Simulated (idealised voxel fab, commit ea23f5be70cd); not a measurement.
process module | voxel capacitor over wiring
cross-section cut | 245 nm wide | cells 5 nm
A cross-section is a grid of square cells, given in bands from the top down. A band is one or more rows of cells.
Each band's line starts with the height of the band's top and of its bottom, in nm. Then come its materials from left to right, each with its width in nm. One material with "throughout" fills the band from edge to edge. "air" is empty space.
Height 0 is the level under which the wafer as received is all one material. The lowest band goes on downwards, as in "0 down".
A width such as "30 to 40" changes by the same amount from each row of cells to the next, from the band's top row to its bottom row.
"no change" after a step means that no cell of the cross-section changed.
closed voids: empty space of 8 cells or more with no open way to the top, each as width x height at its distance from the left edge, in nm
after a step's settings: what the simulator itself notes on the step
overlay nm, on a step with a mask: how far to the right of its planned place the mask lay; to the left if negative
plan
1 op RECEIVE | material Si
2 op CONFORMAL_DEP | material SiO2 | thk nm 15
3 op DIRECTIONAL_DEP | material TiN | thk nm 5
4 op DIRECTIONAL_DEP | material Ru | thk nm 15
5 op DIRECTIONAL_DEP | material aC | thk nm 10
6 op PATTERN | tone cover | mask id METAL_1 | material resist | width nm 25 | pitch nm 85 | thk nm 30 | overlay nm 0
7 op DIRECTIONAL_ETCH | etch materials aC | depth nm 10
8 op STRIP | etch materials resist
9 op DIRECTIONAL_ETCH | etch materials Ru | depth nm 15
10 op DIRECTIONAL_ETCH | etch materials TiN | depth nm 5
11 op STRIP | etch materials aC
12 op FILL_DEP | material SiO2 | thk nm 5
13 op CMP | height nm 35
14 op CONFORMAL_DEP | material SiCN | thk nm 5
15 op DIRECTIONAL_DEP | material SiO2 | thk nm 20
16 op PATTERN | tone open | mask id PLUG_1 | material resist | width nm 15 | thk nm 20 | overlay nm 0
17 op DIRECTIONAL_ETCH | etch materials SiO2 | depth nm 20
18 op DIRECTIONAL_ETCH | etch materials SiCN | depth nm 5
19 op STRIP | etch materials resist
20 op CONFORMAL_DEP | material TiN | thk nm 5
21 op FILL_DEP | material Ru | thk nm 5
22 op CMP | height nm 60
23 op DIRECTIONAL_DEP | material TiN | thk nm 5
24 op DIRECTIONAL_DEP | material SiN | thk nm 5
25 op DIRECTIONAL_DEP | material TiN | thk nm 5
26 op PATTERN | tone cover | mask id UPPER_PLATE | material resist | width nm 65 | thk nm 15 | overlay nm 0
27 op DIRECTIONAL_ETCH | etch materials TiN | depth nm 5
28 op DIRECTIONAL_ETCH | etch materials SiN | depth nm 5
29 op STRIP | etch materials resist
30 op MASKED_ETCH | tone cover | mask id LOWER_PLATE | width nm 75 | etch materials TiN | depth nm 5 | overlay nm 0
31 op FILL_DEP | material SiO2 | thk nm 20
32 op CMP | height nm 90
33 op MASKED_ETCH | tone open | mask id PLUG_2 | width nm 15 | etch materials SiO2 | depth nm 15 | overlay nm 0
34 op CONFORMAL_DEP | material TiN | thk nm 5
35 op FILL_DEP | material Cu | thk nm 5
36 op CMP | height nm 90
37 op CONFORMAL_DEP | material SiN | thk nm 5
first wafer, as planned
as received, after step 1
  0 down: Si throughout
  closed voids: none
after step 2
  15 to 0: SiO2 throughout
  below 0: unchanged
after step 3
  20 to 15: TiN throughout
  below 15: unchanged
after step 4
  35 to 20: Ru throughout
  below 20: unchanged
after step 5
  45 to 35: aC throughout
  below 35: unchanged
after step 6
  75 to 45: air 65 | resist 25 | air 60 | resist 25 | air 70
  below 45: unchanged
after step 7
  65 to 45: air 65 | resist 25 | air 60 | resist 25 | air 70
  45 to 35: air 65 | aC 25 | air 60 | aC 25 | air 70
  below 35: unchanged
after step 8
  45 to 35: air 65 | aC 25 | air 60 | aC 25 | air 70
  below 35: unchanged
after step 9
  45 to 35: air 65 | aC 25 | air 60 | aC 25 | air 70
  35 to 20: air 65 | Ru 25 | air 60 | Ru 25 | air 70
  below 20: unchanged
after step 10
  45 to 35: air 65 | aC 25 | air 60 | aC 25 | air 70
  35 to 20: air 65 | Ru 25 | air 60 | Ru 25 | air 70
  20 to 15: air 65 | TiN 25 | air 60 | TiN 25 | air 70
  below 15: unchanged
after step 11
  35 to 20: air 65 | Ru 25 | air 60 | Ru 25 | air 70
  below 20: unchanged
after step 12
  40 to 35: SiO2 throughout
  35 to 20: SiO2 65 | Ru 25 | SiO2 60 | Ru 25 | SiO2 70
  20 to 15: SiO2 65 | TiN 25 | SiO2 60 | TiN 25 | SiO2 70
  below 15: unchanged
after step 13
  35 to 20: SiO2 65 | Ru 25 | SiO2 60 | Ru 25 | SiO2 70
  below 20: unchanged
after step 14
  40 to 35: SiCN throughout
  below 35: unchanged
after step 15
  60 to 40: SiO2 throughout
  below 40: unchanged
after step 16
  80 to 60: resist 75 | air 15 | resist 155
  below 60: unchanged
after step 17
  80 to 60: resist 75 | air 15 | resist 155
  60 to 40: SiO2 75 | air 15 | SiO2 155
  below 40: unchanged
after step 18
  80 to 60: resist 75 | air 15 | resist 155
  60 to 40: SiO2 75 | air 15 | SiO2 155
  40 to 35: SiCN 75 | air 15 | SiCN 155
  below 35: unchanged
after step 19
  60 to 40: SiO2 75 | air 15 | SiO2 155
  below 40: unchanged
after step 20
  65 to 60: TiN 80 | air 5 | TiN 160
  60 to 40: SiO2 75 | TiN 5 | air 5 | TiN 5 | SiO2 155
  40 to 35: SiCN 75 | TiN 15 | SiCN 155
  below 35: unchanged
after step 21
  70 to 65: Ru throughout
  65 to 60: TiN 80 | Ru 5 | TiN 160
  60 to 40: SiO2 75 | TiN 5 | Ru 5 | TiN 5 | SiO2 155
  below 40: unchanged
after step 22
  60 to 40: SiO2 75 | TiN 5 | Ru 5 | TiN 5 | SiO2 155
  below 40: unchanged
after step 23
  65 to 60: TiN throughout
  below 60: unchanged
after step 24
  70 to 65: SiN throughout
  below 65: unchanged
after step 25
  75 to 70: TiN throughout
  below 70: unchanged
after step 26
  90 to 75: air 75 | resist 65 | air 105
  below 75: unchanged
after step 27
  90 to 75: air 75 | resist 65 | air 105
  75 to 70: air 75 | TiN 65 | air 105
  below 70: unchanged
after step 28
  90 to 75: air 75 | resist 65 | air 105
  75 to 70: air 75 | TiN 65 | air 105
  70 to 65: air 75 | SiN 65 | air 105
  below 65: unchanged
after step 29
  75 to 70: air 75 | TiN 65 | air 105
  below 70: unchanged
after step 30
  75 to 70: air 75 | TiN 65 | air 105
  70 to 65: air 75 | SiN 65 | air 105
  65 to 60: air 70 | TiN 75 | air 100
  below 60: unchanged
after step 31
  95 to 75: SiO2 throughout
  75 to 70: SiO2 75 | TiN 65 | SiO2 105
  70 to 65: SiO2 75 | SiN 65 | SiO2 105
  65 to 60: SiO2 70 | TiN 75 | SiO2 100
  below 60: unchanged
after step 32
  90 to 75: SiO2 throughout
  below 75: unchanged
after step 33
  90 to 75: SiO2 85 | air 15 | SiO2 145
  below 75: unchanged
after step 34
  95 to 90: TiN 90 | air 5 | TiN 150
  90 to 80: SiO2 85 | TiN 5 | air 5 | TiN 5 | SiO2 145
  80 to 70: SiO2 85 to 75 | TiN 15 to 65 | SiO2 145 to 105
  below 70: unchanged
after step 35
  100 to 95: Cu throughout
  95 to 90: TiN 90 | Cu 5 | TiN 150
  90 to 80: SiO2 85 | TiN 5 | Cu 5 | TiN 5 | SiO2 145
  below 80: unchanged
after step 36
  90 to 80: SiO2 85 | TiN 5 | Cu 5 | TiN 5 | SiO2 145
  below 80: unchanged
after step 37
  95 to 90: SiN throughout
  below 90: unchanged
second wafer: like start, like plan, one mistake. Through step 25 it matches the first wafer
when step 26 should have ended
  90 to 75: resist 75 | air 65 | resist 105
  below 75: unchanged
when step 27 should have ended
  90 to 75: resist 75 | air 65 | resist 105
  75 to 70: TiN 75 | air 65 | TiN 105
  below 70: unchanged
when step 28 should have ended
  90 to 75: resist 75 | air 65 | resist 105
  75 to 70: TiN 75 | air 65 | TiN 105
  70 to 65: SiN 75 | air 65 | SiN 105
  below 65: unchanged
when step 29 should have ended
  75 to 70: TiN 75 | air 65 | TiN 105
  below 70: unchanged
when step 30 should have ended
  75 to 70: air 70 | TiN 5 | air 65 | TiN 5 | air 100
  below 70: unchanged
when step 31 should have ended
  95 to 75: SiO2 throughout
  75 to 70: SiO2 70 | TiN 5 | SiO2 65 | TiN 5 | SiO2 100
  70 to 65: SiN 75 | SiO2 65 | SiN 105
  below 65: unchanged
when step 32 should have ended
  90 to 75: SiO2 throughout
  below 75: unchanged
when step 33 should have ended
  90 to 75: SiO2 85 | air 15 | SiO2 145
  below 75: unchanged
when step 34 should have ended
  95 to 90: TiN 90 | air 5 | TiN 150
  90 to 80: SiO2 85 | TiN 5 | air 5 | TiN 5 | SiO2 145
  80 to 75: SiO2 85 | TiN 15 | SiO2 145
  below 75: unchanged
when step 35 should have ended
  100 to 95: Cu throughout
  95 to 90: TiN 90 | Cu 5 | TiN 150
  90 to 80: SiO2 85 | TiN 5 | Cu 5 | TiN 5 | SiO2 145
  below 80: unchanged
when step 36 should have ended
  90 to 80: SiO2 85 | TiN 5 | Cu 5 | TiN 5 | SiO2 145
  below 80: unchanged
when step 37 should have ended
  95 to 90: SiN throughout
  below 90: unchanged
what went wrong: step 26 ran as: op PATTERN | tone open | mask id UPPER_PLATE | material resist | width nm 65 | thk nm 15 | overlay nm 0
at the end the second wafer has, in cells: 23 more of SiN | 46 fewer of SiO2 | 23 more of TiN
